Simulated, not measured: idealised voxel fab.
Process module heading - voxel transistor to metal
For reference, the cross-section in this document is cut, with width 205 nm and square cells of 5 nm.
A cross-section in this document is a grid of square cells, and it is written down as bands, the top band listed before the ones below it; a band is made up of one or more rows of cells.
Top height, bottom height, nm. Materials left to right, width each, nm. Single material + "edge to edge" = fills band edge to edge. "empty" = empty.
Measure heights from 0. That's the level where, below it, the as-received wafer is all one material. The lowest band is bottomless and extends downward; write it as in "0 -> down".
A width given as "30 to 40" starts at the first number in the band's top row and ends at the second number in its bottom row, shifting by an equal amount at every step from row to row.
Step note "no change" = no cross-section cell changed.
"Closed void listing" enumerates empty spaces isolated from the top, with no open way to it, that contain at least 8 cells, giving each as width x height at distance from the left edge, all three in nm.
The remark found on a step's line after its settings is issued by the simulator itself and pertains to that step.
The setting "overlay nm" may be written on the line of a step. When the step uses a mask, the value reports how far to the right of the planned place the mask lay, and a negative value reports that it lay to the left.

[So here's the lineup of process steps we planned]
1 RECEIVE [material Si]
2 CONFORMAL_DEP [material SiO2] [thk nm 5]
3 CONFORMAL_DEP [material SiN] [thk nm 15]
4 MASKED_ETCH [tone cover] [mask id ACTIVE] [width nm 95] [etch materials SiN] [depth nm 15] [overlay nm 0]
5 MASKED_ETCH [tone cover] [mask id ACTIVE] [width nm 95] [etch materials SiO2] [depth nm 5] [overlay nm 0]
6 MASKED_ETCH [tone cover] [mask id ACTIVE] [width nm 95] [etch materials Si] [depth nm 25] [overlay nm 0]
7 FILL_DEP [material SiO2] [thk nm 15]
8 CMP [height nm 20]
9 SELECTIVE_ETCH [etch materials SiO2] [depth nm 10]
10 STRIP [etch materials SiN]
11 SELECTIVE_ETCH [etch materials SiO2] [depth nm 5]
12 OXIDIZE [depth nm 5]
13 DIRECTIONAL_DEP [material polySi] [thk nm 25]
14 DIRECTIONAL_DEP [material SiCN] [thk nm 15]
15 PATTERN [tone cover] [mask id GATE] [material resist] [width nm 25] [thk nm 15] [overlay nm 0]
16 DIRECTIONAL_ETCH [etch materials SiCN] [depth nm 25]
17 DIRECTIONAL_ETCH [etch materials polySi] [depth nm 35]
18 STRIP [etch materials resist]
19 CONFORMAL_DEP [material SiN] [thk nm 10]
20 DIRECTIONAL_ETCH [etch materials SiN] [depth nm 10]
21 DIRECTIONAL_ETCH [etch materials SiO2] [depth nm 5]
22 EPI [material SiGe] [thk nm 5]
23 FILL_DEP [material SiO2] [thk nm 10]
24 CMP [height nm 40]
25 DIRECTIONAL_DEP [material SiO2] [thk nm 10]
26 PATTERN [tone open] [mask id CONTACT] [material resist] [width nm 25] [pitch nm 60] [thk nm 15] [overlay nm 0]
27 DIRECTIONAL_ETCH [etch materials SiO2] [depth nm 50]
28 STRIP [etch materials resist]
29 CONFORMAL_DEP [material TiN] [thk nm 5]
30 FILL_DEP [material Ru] [thk nm 10]
31 CMP [height nm 50]
32 CONFORMAL_DEP [material SiN] [thk nm 5]
33 DIRECTIONAL_DEP [material SiO2] [thk nm 15]
34 MASKED_ETCH [tone open] [mask id METAL_1] [width nm 15] [pitch nm 70] [etch materials SiO2] [depth nm 15] [overlay nm 0]
35 MASKED_ETCH [tone open] [mask id METAL_1] [width nm 15] [pitch nm 70] [etch materials SiN] [depth nm 5] [overlay nm 0]
36 CONFORMAL_DEP [material TiN] [thk nm 5]
37 FILL_DEP [material W] [thk nm 5]
38 CMP [height nm 70]
39 CONFORMAL_DEP [material SiCN] [thk nm 5]

[first wafer, as planned]

[This is the cross-section of the wafer as we received it, i.e. after step 1]
> 0 -> down = Si edge to edge
> Closed void listing: none

[After step 2, in cross-section]
> 5 -> 0 = SiO2 edge to edge
> No changes below 0.

[After step 3, in cross-section]
> 20 -> 5 = SiN edge to edge
> No changes below 5.

[After step 4, in cross-section]
> 20 -> 5 = empty: 55 / SiN: 95 / empty: 55
> No changes below 5.

[After step 5, in cross-section]
> 20 -> 5 = empty: 55 / SiN: 95 / empty: 55
> 5 -> 0 = empty: 55 / SiO2: 95 / empty: 55
> No changes below 0.

[After step 6, in cross-section]
> 20 -> 5 = empty: 55 / SiN: 95 / empty: 55
> 5 -> 0 = empty: 55 / SiO2: 95 / empty: 55
> 0 -> -25 = empty: 55 / Si: 95 / empty: 55
> No changes below -25.

[After step 7, in cross-section]
> 35 -> 20 = SiO2 edge to edge
> 20 -> 5 = SiO2: 55 / SiN: 95 / SiO2: 55
> 5 -> 0 = SiO2 edge to edge
> 0 -> -25 = SiO2: 55 / Si: 95 / SiO2: 55
> No changes below -25.

[After step 8, in cross-section]
> 20 -> 5 = SiO2: 55 / SiN: 95 / SiO2: 55
> No changes below 5.

[After step 9, in cross-section]
> 20 -> 10 = empty: 55 / SiN: 95 / empty: 55
> No changes below 10.

[After step 10, in cross-section]
> 10 -> 5 = SiO2: 55 / empty: 95 / SiO2: 55
> No changes below 5.

[After step 11, in cross-section]
> 5 -> 0 = SiO2: 50 / empty: 105 / SiO2: 50
> No changes below 0.

[After step 12, in cross-section]
> 5 -> 0 = SiO2: 50 / empty: 105 / SiO2: 50
> 0 -> -5 = SiO2 edge to edge
> No changes below -5.

[After step 13, in cross-section]
> 30 -> 25 = polySi: 50 / empty: 105 / polySi: 50
> 25 -> 5 = polySi edge to edge
> 5 -> 0 = SiO2: 50 / polySi: 105 / SiO2: 50
> No changes below 0.

[After step 14, in cross-section]
> 45 -> 40 = SiCN: 50 / empty: 105 / SiCN: 50
> 40 -> 30 = SiCN edge to edge
> 30 -> 25 = polySi: 50 / SiCN: 105 / polySi: 50
> No changes below 25.

[After step 15, in cross-section]
> 60 -> 45 = empty: 90 / resist: 25 / empty: 90
> 45 -> 40 = SiCN: 50 / empty: 40 / resist: 25 / empty: 40 / SiCN: 50
> No changes below 40.

[After step 16, in cross-section]
> 60 -> 40 = empty: 90 / resist: 25 / empty: 90
> 40 -> 30 = empty: 90 / SiCN: 25 / empty: 90
> 30 -> 25 = polySi: 50 / empty: 40 / SiCN: 25 / empty: 40 / polySi: 50
> No changes below 25.

[After step 17, in cross-section]
> 60 -> 40 = empty: 90 / resist: 25 / empty: 90
> 40 -> 25 = empty: 90 / SiCN: 25 / empty: 90
> 25 -> 5 = empty: 90 / polySi: 25 / empty: 90
> 5 -> 0 = SiO2: 50 / empty: 40 / polySi: 25 / empty: 40 / SiO2: 50
> No changes below 0.

[After step 18, in cross-section]
> 40 -> 25 = empty: 90 / SiCN: 25 / empty: 90
> No changes below 25.

[After step 19, in cross-section]
> 50 -> 40 = empty: 80 / SiN: 45 / empty: 80
> 40 -> 25 = empty: 80 / SiN: 10 / SiCN: 25 / SiN: 10 / empty: 80
> 25 -> 15 = empty: 80 / SiN: 10 / polySi: 25 / SiN: 10 / empty: 80
> 15 -> 10 = SiN: 60 / empty: 20 / SiN: 10 / polySi: 25 / SiN: 10 / empty: 20 / SiN: 60
> 10 -> 5 = SiN: 90 / polySi: 25 / SiN: 90
> 5 -> 0 = SiO2: 50 / SiN: 40 / polySi: 25 / SiN: 40 / SiO2: 50
> No changes below 0.

[After step 20, in cross-section]
> 40 -> 25 = empty: 80 / SiN: 10 / SiCN: 25 / SiN: 10 / empty: 80
> 25 -> 5 = empty: 80 / SiN: 10 / polySi: 25 / SiN: 10 / empty: 80
> 5 -> 0 = SiO2: 50 / SiN: 10 / empty: 20 / SiN: 10 / polySi: 25 / SiN: 10 / empty: 20 / SiN: 10 / SiO2: 50
> No changes below 0.

[After step 21, in cross-section]
> 40 -> 25 = empty: 80 / SiN: 10 / SiCN: 25 / SiN: 10 / empty: 80
> 25 -> 5 = empty: 80 / SiN: 10 / polySi: 25 / SiN: 10 / empty: 80
> 5 -> 0 = empty: 50 / SiN: 10 / empty: 20 / SiN: 10 / polySi: 25 / SiN: 10 / empty: 20 / SiN: 10 / empty: 50
> 0 -> -5 = SiO2: 60 / empty: 20 / SiO2: 45 / empty: 20 / SiO2: 60
> No changes below -5.

[After step 22, in cross-section]
> 40 -> 25 = empty: 80 / SiN: 10 / SiCN: 25 / SiN: 10 / empty: 80
> 25 -> 5 = empty: 80 / SiN: 10 / polySi: 25 / SiN: 10 / empty: 80
> 5 -> 0 = empty: 50 / SiN: 10 / empty: 20 / SiN: 10 / polySi: 25 / SiN: 10 / empty: 20 / SiN: 10 / empty: 50
> 0 -> -5 = SiO2: 60 / SiGe: 20 / SiO2: 45 / SiGe: 20 / SiO2: 60
> No changes below -5.

[After step 23, in cross-section]
> 50 -> 40 = SiO2 edge to edge
> 40 -> 25 = SiO2: 80 / SiN: 10 / SiCN: 25 / SiN: 10 / SiO2: 80
> 25 -> 5 = SiO2: 80 / SiN: 10 / polySi: 25 / SiN: 10 / SiO2: 80
> 5 -> 0 = SiO2: 50 / SiN: 10 / SiO2: 20 / SiN: 10 / polySi: 25 / SiN: 10 / SiO2: 20 / SiN: 10 / SiO2: 50
> No changes below 0.

[After step 24, in cross-section]
> 40 -> 25 = SiO2: 80 / SiN: 10 / SiCN: 25 / SiN: 10 / SiO2: 80
> No changes below 25.

[After step 25, in cross-section]
> 50 -> 40 = SiO2 edge to edge
> No changes below 40.

[After step 26, in cross-section]
> 65 -> 50 = resist: 60 / empty: 25 / resist: 35 / empty: 25 / resist: 60
> No changes below 50.

[After step 27, in cross-section]
> 65 -> 50 = resist: 60 / empty: 25 / resist: 35 / empty: 25 / resist: 60
> 50 -> 40 = SiO2: 60 / empty: 25 / SiO2: 35 / empty: 25 / SiO2: 60
> 40 -> 25 = SiO2: 60 / empty: 20 / SiN: 10 / SiCN: 25 / SiN: 10 / empty: 20 / SiO2: 60
> 25 -> 5 = SiO2: 60 / empty: 20 / SiN: 10 / polySi: 25 / SiN: 10 / empty: 20 / SiO2: 60
> 5 -> 0 = SiO2: 50 / SiN: 10 / empty: 20 / SiN: 10 / polySi: 25 / SiN: 10 / empty: 20 / SiN: 10 / SiO2: 50
> No changes below 0.

[After step 28, in cross-section]
> 50 -> 40 = SiO2: 60 / empty: 25 / SiO2: 35 / empty: 25 / SiO2: 60
> No changes below 40.

[After step 29, in cross-section]
> 55 -> 50 = TiN: 65 / empty: 15 / TiN: 45 / empty: 15 / TiN: 65
> 50 -> 40 = SiO2: 60 / TiN: 5 / empty: 15 to 10 / TiN: 5 to 10 / SiO2: 35 / TiN: 5 to 10 / empty: 15 to 10 / TiN: 5 / SiO2: 60
> 40 -> 25 = SiO2: 60 / TiN: 5 / empty: 10 / TiN: 5 / SiN: 10 / SiCN: 25 / SiN: 10 / TiN: 5 / empty: 10 / TiN: 5 / SiO2: 60
> 25 -> 5 = SiO2: 60 / TiN: 5 / empty: 10 / TiN: 5 / SiN: 10 / polySi: 25 / SiN: 10 / TiN: 5 / empty: 10 / TiN: 5 / SiO2: 60
> 5 -> 0 = SiO2: 50 / SiN: 10 / TiN: 20 / SiN: 10 / polySi: 25 / SiN: 10 / TiN: 20 / SiN: 10 / SiO2: 50
> No changes below 0.

[After step 30, in cross-section]
> 65 -> 55 = Ru edge to edge
> 55 -> 50 = TiN: 65 / Ru: 15 / TiN: 45 / Ru: 15 / TiN: 65
> 50 -> 40 = SiO2: 60 / TiN: 5 / Ru: 15 to 10 / TiN: 5 to 10 / SiO2: 35 / TiN: 5 to 10 / Ru: 15 to 10 / TiN: 5 / SiO2: 60
> 40 -> 25 = SiO2: 60 / TiN: 5 / Ru: 10 / TiN: 5 / SiN: 10 / SiCN: 25 / SiN: 10 / TiN: 5 / Ru: 10 / TiN: 5 / SiO2: 60
> 25 -> 5 = SiO2: 60 / TiN: 5 / Ru: 10 / TiN: 5 / SiN: 10 / polySi: 25 / SiN: 10 / TiN: 5 / Ru: 10 / TiN: 5 / SiO2: 60
> No changes below 5.

[After step 31, in cross-section]
> 50 -> 40 = SiO2: 60 / TiN: 5 / Ru: 15 to 10 / TiN: 5 to 10 / SiO2: 35 / TiN: 5 to 10 / Ru: 15 to 10 / TiN: 5 / SiO2: 60
> No changes below 40.

[After step 32, in cross-section]
> 55 -> 50 = SiN edge to edge
> No changes below 50.

[After step 33, in cross-section]
> 70 -> 55 = SiO2 edge to edge
> No changes below 55.

[After step 34, in cross-section]
> 70 -> 55 = SiO2: 60 / empty: 15 / SiO2: 55 / empty: 15 / SiO2: 60
> No changes below 55.

[After step 35, in cross-section]
> 70 -> 55 = SiO2: 60 / empty: 15 / SiO2: 55 / empty: 15 / SiO2: 60
> 55 -> 50 = SiN: 60 / empty: 15 / SiN: 55 / empty: 15 / SiN: 60
> No changes below 50.

[After step 36, in cross-section]
> 75 -> 70 = TiN: 65 / empty: 5 / TiN: 65 / empty: 5 / TiN: 65
> 70 -> 55 = SiO2: 60 / TiN: 5 / empty: 5 / TiN: 5 / SiO2: 55 / TiN: 5 / empty: 5 / TiN: 5 / SiO2: 60
> 55 -> 50 = SiN: 60 / TiN: 15 / SiN: 55 / TiN: 15 / SiN: 60
> No changes below 50.

[After step 37, in cross-section]
> 80 -> 75 = W edge to edge
> 75 -> 70 = TiN: 65 / W: 5 / TiN: 65 / W: 5 / TiN: 65
> 70 -> 55 = SiO2: 60 / TiN: 5 / W: 5 / TiN: 5 / SiO2: 55 / TiN: 5 / W: 5 / TiN: 5 / SiO2: 60
> No changes below 55.

[After step 38, in cross-section]
> 70 -> 55 = SiO2: 60 / TiN: 5 / W: 5 / TiN: 5 / SiO2: 55 / TiN: 5 / W: 5 / TiN: 5 / SiO2: 60
> No changes below 55.

[After step 39, in cross-section]
> 75 -> 70 = SiCN edge to edge
> No changes below 70.

[The second wafer: identical to the first at the outset and in its planned sequence, differing only in that one mistake was made during processing; up to and including step 31, its path is the first wafer's path]

[when step 32 should have ended]
> 65 -> 50 = SiO2 edge to edge
> No changes below 50.

[when step 33 should have ended]
> 70 -> 65 = SiN edge to edge
> No changes below 65.

when step 34 should have ended: no change

[when step 35 should have ended]
> 70 -> 65 = SiN: 60 / empty: 15 / SiN: 55 / empty: 15 / SiN: 60
> No changes below 65.

[when step 36 should have ended]
> 75 -> 70 = TiN: 65 / empty: 5 / TiN: 65 / empty: 5 / TiN: 65
> 70 -> 65 = SiN: 60 / TiN: 15 / SiN: 55 / TiN: 15 / SiN: 60
> No changes below 65.

[when step 37 should have ended]
> 80 -> 75 = W edge to edge
> 75 -> 70 = TiN: 65 / W: 5 / TiN: 65 / W: 5 / TiN: 65
> No changes below 70.

[when step 38 should have ended]
> 70 -> 65 = SiN: 60 / TiN: 15 / SiN: 55 / TiN: 15 / SiN: 60
> No changes below 65.

[when step 39 should have ended]
> 75 -> 70 = SiCN edge to edge
> No changes below 70.
Where did the run depart from the plan? steps 32 and 33 got flipped, so each one ran where the other should have
Once processing is complete, comparing cell counts shows that the second wafer has more or fewer of certain materials than the first: SiO2: 18 more | TiN: 12 fewer | W: 6 fewer
